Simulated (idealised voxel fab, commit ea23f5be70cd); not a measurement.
process module | voxel fin reveal
cross-section cut | 215 nm wide | cells 5 nm
A cross-section is a grid of square cells, given in bands from the top down. A band is one or more rows of cells.
Each band's line starts with the height of the band's top and of its bottom, in nm. Then come its materials from left to right, each with its width in nm. One material with "throughout" fills the band from edge to edge. "air" is empty space.
Height 0 is the level under which the wafer as received is all one material. The lowest band goes on downwards, as in "0 down".
A width such as "30 to 40" changes by the same amount from each row of cells to the next, from the band's top row to its bottom row.
"no change" after a step means that no cell of the cross-section changed.
closed voids: empty space of 8 cells or more with no open way to the top, each as width x height at its distance from the left edge, in nm
after a step's settings: what the simulator itself notes on the step
overlay nm, on a step with a mask: how far to the right of its planned place the mask lay; to the left if negative
plan
1 op RECEIVE | material Si
2 op CONFORMAL_DEP | material SiN | thk nm 10
3 op MASKED_ETCH | tone cover | mask id FINS | width nm 15 | pitch nm 35 | etch materials SiN | depth nm 10 | overlay nm 0
4 op MASKED_ETCH | tone cover | mask id FINS | width nm 15 | pitch nm 35 | etch materials Si | depth nm 35 | overlay nm 0
5 op FILL_DEP | material SiO2 | thk nm 10
6 op CMP | height nm 10
7 op SELECTIVE_ETCH | etch materials SiO2 | depth nm 20
8 op STRIP | etch materials SiN
9 op CONFORMAL_DEP | material SiO2 | thk nm 5
as received, after step 1
  0 down: Si throughout
  closed voids: none
first wafer at the end, as planned
  5 to 0: air 75 | SiO2 25 | air 10 | SiO2 25 | air 80
  0 to -5: air 75 | SiO2 5 | Si 15 | SiO2 5 | air 10 | SiO2 5 | Si 15 | SiO2 5 | air 80
  -5 to -35: SiO2 80 | Si 15 | SiO2 20 | Si 15 | SiO2 85
  -35 down: Si throughout
  closed voids: none
second wafer at the end: like start, like plan, one mistake
  5 to 0: air 75 | SiO2 25 | air 10 | SiO2 25 | air 80
  0 to -5: air 75 | SiO2 5 | Si 15 | SiO2 5 | air 10 | SiO2 5 | Si 15 | SiO2 5 | air 80
  -5 to -15: SiO2 65 | air 10 | SiO2 5 | Si 15 | SiO2 5 | air 10 | SiO2 5 | Si 15 | SiO2 5 | air 10 | SiO2 70
  -15 to -35: SiO2 80 | Si 15 | SiO2 20 | Si 15 | SiO2 85
  -35 down: Si throughout
  closed voids: none
what went wrong: steps 7 and 8 were swapped
at the end the second wafer has, in cells: 12 fewer of SiO2
